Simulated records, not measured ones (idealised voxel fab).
This section sets out a process module, namely voxel capacitor over wiring.
We display cut, a cross-section 235 nm in width whose square cells are each 5 nm.
Cross-sections here: square-cell grids, written as top-down lists of bands, a band being one or more rows of cells. The entry gives the band's vertical extent as a top height and a bottom height in nm, then its horizontal make-up as materials from left to right, each with a width in nm. "air" stands for empty space; a single material marked "full width" fills the band edge to edge. Height reference: 0 = level under which incoming wafer is all one material. Lowest band: no bottom, runs on downward, e.g. "z 0 and below". Width "30 to 40": first value at the band's top row of cells, second value at its bottom row, equal change from row to row. What does "all unchanged" mean for a step? It means no cell of the cross-section changed in that step. Basically, "Closed void table" tells you about the enclosed voids: empty spaces with no open way to the top, 8 cells or bigger, each written width x height at distance, where distance is from the left edge, all in nm. On a step's line, text after the settings is the simulator commenting on that step. overlay nm: on a step with a mask, how far right of its planned place the mask lay; negative means left.
### The following list gives the planned process steps
1: RECEIVE [material Si]
2: CONFORMAL_DEP [material SiO2] [thk nm 10]
3: DIRECTIONAL_DEP [material TiN] [thk nm 5]
4: DIRECTIONAL_DEP [material Ru] [thk nm 25]
5: MASKED_ETCH [tone cover] [mask id METAL_1] [width nm 30] [pitch nm 95] [etch materials Ru] [depth nm 25] [overlay nm 0]
6: MASKED_ETCH [tone cover] [mask id METAL_1] [width nm 30] [pitch nm 95] [etch materials TiN] [depth nm 5] [overlay nm 0]
7: CONFORMAL_DEP [material SiCN] [thk nm 5]
8: FILL_DEP [material SiO2] [thk nm 5]
9: CMP [height nm 40]
10: CONFORMAL_DEP [material SiCN] [thk nm 5]
11: DIRECTIONAL_DEP [material SiO2] [thk nm 20]
12: PATTERN [tone open] [mask id PLUG_1] [material resist] [width nm 15] [thk nm 20] [overlay nm 0]
13: DIRECTIONAL_ETCH [etch materials SiO2] [depth nm 20]
14: DIRECTIONAL_ETCH [etch materials SiCN] [depth nm 5]
15: STRIP [etch materials resist]
16: CONFORMAL_DEP [material TiN] [thk nm 5]
17: FILL_DEP [material W] [thk nm 10]
18: CMP [height nm 65]
19: DIRECTIONAL_DEP [material TiN] [thk nm 10]
20: DIRECTIONAL_DEP [material Al2O3] [thk nm 5]
21: DIRECTIONAL_DEP [material TiN] [thk nm 10]
22: MASKED_ETCH [tone cover] [mask id UPPER_PLATE] [width nm 70] [etch materials TiN] [depth nm 10] [overlay nm 0]
23: MASKED_ETCH [tone cover] [mask id UPPER_PLATE] [width nm 70] [etch materials Al2O3] [depth nm 5] [overlay nm 0]
24: MASKED_ETCH [tone cover] [mask id LOWER_PLATE] [width nm 80] [etch materials TiN] [depth nm 10] [overlay nm 0]
25: FILL_DEP [material SiO2] [thk nm 20]
26: CMP [height nm 105]
27: DIRECTIONAL_DEP [material aC] [thk nm 10]
28: PATTERN [tone open] [mask id PLUG_2] [material resist] [width nm 15] [thk nm 30] [overlay nm 0]
29: DIRECTIONAL_ETCH [etch materials aC] [depth nm 10]
30: STRIP [etch materials resist]
31: DIRECTIONAL_ETCH [etch materials SiO2] [depth nm 15]
32: STRIP [etch materials aC]
33: CONFORMAL_DEP [material TiN] [thk nm 5]
34: FILL_DEP [material Ru] [thk nm 5]
35: CMP [height nm 105]
36: CONFORMAL_DEP [material SiCN] [thk nm 5]
### Incoming wafer, cross-sectional view, post step 1
z 0 and below  Si full width
Closed void table: none
### Post-module cross-section of the first of two wafers (run per plan)
z 110 to 105  SiCN full width
z 105 to 95  80 SiO2; 5 TiN; 5 Ru; 5 TiN; 140 SiO2
z 95 to 90  80 SiO2; 15 TiN; 140 SiO2
z 90 to 80  70 SiO2; 70 TiN; 95 SiO2
z 80 to 75  70 SiO2; 70 Al2O3; 95 SiO2
z 75 to 65  65 SiO2; 80 TiN; 90 SiO2
z 65 to 45  70 SiO2; 5 TiN; 5 W; 5 TiN; 150 SiO2
z 45 to 40  70 SiCN; 15 TiN; 150 SiCN
z 40 to 15  50 SiO2; 5 SiCN; 30 Ru; 5 SiCN; 55 SiO2; 5 SiCN; 30 Ru; 5 SiCN; 50 SiO2
z 15 to 10  55 SiCN; 30 TiN; 65 SiCN; 30 TiN; 55 SiCN
z 10 to 0  SiO2 full width
z 0 and below  Si full width
Closed void table: none
### So this is wafer number two of the two, cut at the end of the module - it started where the first did and had the same plan, we just got one thing wrong running it
z 110 to 105  SiCN full width
z 105 to 100  80 SiO2; 5 TiN; 5 Ru; 5 TiN; 140 SiO2
z 100 to 95  80 SiO2; 15 TiN; 140 SiO2
z 95 to 85  70 SiO2; 70 TiN; 95 SiO2
z 85 to 80  70 SiO2; 70 Al2O3; 95 SiO2
z 80 to 70  65 SiO2; 80 TiN; 90 SiO2
z 70 to 65  TiN full width
z 65 to 45  70 SiO2; 5 TiN; 5 W; 5 TiN; 150 SiO2
z 45 to 40  70 SiCN; 15 TiN; 150 SiCN
z 40 to 15  50 SiO2; 5 SiCN; 30 Ru; 5 SiCN; 55 SiO2; 5 SiCN; 30 Ru; 5 SiCN; 50 SiO2
z 15 to 10  55 SiCN; 30 TiN; 65 SiCN; 30 TiN; 55 SiCN
z 10 to 0  SiO2 full width
z 0 and below  Si full width
Closed void table: none
Error vs. plan: step 19 was run on a setting that differed from the plan, and what really ran there is DIRECTIONAL_DEP [material TiN] [thk nm 15]
Bottom line after processing is that, in cells, the second wafer is up or down on some materials versus the first: Ru -1; SiO2 -44; TiN +45
